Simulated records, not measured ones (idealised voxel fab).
Process module in this document: voxel capacitor over wiring
The figure presents cross-section cut, which has a width of 280 nm and is divided into square cells with an edge length of 5 nm.
This document writes a cross-section as a grid whose cells are square, and gives it as bands, listed from the top down; one or more rows of cells form a band. First you get the band's top height and its bottom height, in nm, and then the materials it's made of, left to right, with each width in nm. If you see a single material with "edge to edge", that one covers the band edge to edge. "blank" is empty space. Heights from 0 (as-received wafer is one material below). Bottom band endless downward, as "0 nm and below". Width: "30->40" (first number = top row, second number = bottom row, same change from row to row of cells). "nothing changed" for a step: no cell of the cross-section changed in that step. Entry "Sealed internal voids". Content: empty spaces with no open connection to the top, size 8 cells or greater. Each: width x height at distance. Distance: from left edge. Unit: nm. That trailing text on a step's line, after the settings, is the simulator's own remark on the step. overlay nm: how far to the right of its planned place the mask lay on this masked step (negative: to the left).
**Here's what the planned process steps look like**
1,RECEIVE: material Si
2,CONFORMAL_DEP: material SiO2, thk nm 15
3,CONFORMAL_DEP: material SiCN, thk nm 5
4,DIRECTIONAL_DEP: material lowk, thk nm 15
5,MASKED_ETCH: tone open, mask id METAL_1, width nm 25, pitch nm 90, etch materials lowk, depth nm 15, overlay nm 0
6,MASKED_ETCH: tone open, mask id METAL_1, width nm 25, pitch nm 90, etch materials SiCN, depth nm 5, overlay nm 0
7,CONFORMAL_DEP: material TiN, thk nm 5
8,FILL_DEP: material Cu, thk nm 5
9,CMP: height nm 35
10,CONFORMAL_DEP: material SiCN, thk nm 5
11,DIRECTIONAL_DEP: material SiO2, thk nm 20
12,MASKED_ETCH: tone open, mask id PLUG_1, width nm 15, etch materials SiO2, depth nm 20, overlay nm -15
13,MASKED_ETCH: tone open, mask id PLUG_1, width nm 15, etch materials SiCN, depth nm 5, overlay nm 0
14,EPI: material Ru, thk nm 10
15,EPI: material Ru, thk nm 10
16,EPI: material Ru, thk nm 5
17,DIRECTIONAL_DEP: material TiN, thk nm 10
18,DIRECTIONAL_DEP: material Al2O3, thk nm 5
19,DIRECTIONAL_DEP: material TiN, thk nm 5
20,PATTERN: tone cover, mask id UPPER_PLATE, material resist, width nm 70, thk nm 15, overlay nm 0
21,DIRECTIONAL_ETCH: etch materials TiN, depth nm 5
22,DIRECTIONAL_ETCH: etch materials Al2O3, depth nm 5
23,STRIP: etch materials resist
24,MASKED_ETCH: tone cover, mask id LOWER_PLATE, width nm 80, etch materials TiN, depth nm 10, overlay nm 0
25,FILL_DEP: material SiO2, thk nm 20
26,CMP: height nm 95
27,PATTERN: tone open, mask id PLUG_2, material resist, width nm 15, thk nm 20, overlay nm 0
28,DIRECTIONAL_ETCH: etch materials SiO2, depth nm 15
29,STRIP: etch materials resist
30,CONFORMAL_DEP: material TiN, thk nm 5
31,FILL_DEP: material W, thk nm 10
32,CMP: height nm 95
33,CONFORMAL_DEP: material SiCN, thk nm 5
Keep in mind the plan's value for the overlay nm of step 12 comes from the first wafer; the wafers don't share that setting, but they do share the same starting point.
**Cross-section, first of several wafers, as delivered after step 1**
	0 nm and below  Si edge to edge
	Sealed internal voids: none
**Row per wafer, end-of-module: cell gain (+)/loss (-) by material since the wafer came in, then closed voids**
overlay nm -15, +14 Al2O3, +18 Cu, +158 SiCN, +715 SiO2, +75 TiN, +2 W, +138 lowk, Sealed internal voids: none
overlay nm -10, +14 Al2O3, +18 Cu, +13 Ru, +157 SiCN, +703 SiO2, +75 TiN, +2 W, +138 lowk, Sealed internal voids: none
overlay nm -5, +14 Al2O3, +18 Cu, +14 Ru, +156 SiCN, +703 SiO2, +75 TiN, +2 W, +138 lowk, Sealed internal voids: none
overlay nm 0, +14 Al2O3, +18 Cu, +15 Ru, +155 SiCN, +703 SiO2, +75 TiN, +2 W, +138 lowk, Sealed internal voids: none
overlay nm 5, +14 Al2O3, +18 Cu, +14 Ru, +156 SiCN, +703 SiO2, +75 TiN, +2 W, +138 lowk, Sealed internal voids: none
overlay nm 10, +14 Al2O3, +18 Cu, +13 Ru, +157 SiCN, +703 SiO2, +75 TiN, +2 W, +138 lowk, Sealed internal voids: none
overlay nm 15, +14 Al2O3, +18 Cu, +158 SiCN, +715 SiO2, +75 TiN, +2 W, +138 lowk, Sealed internal voids: none
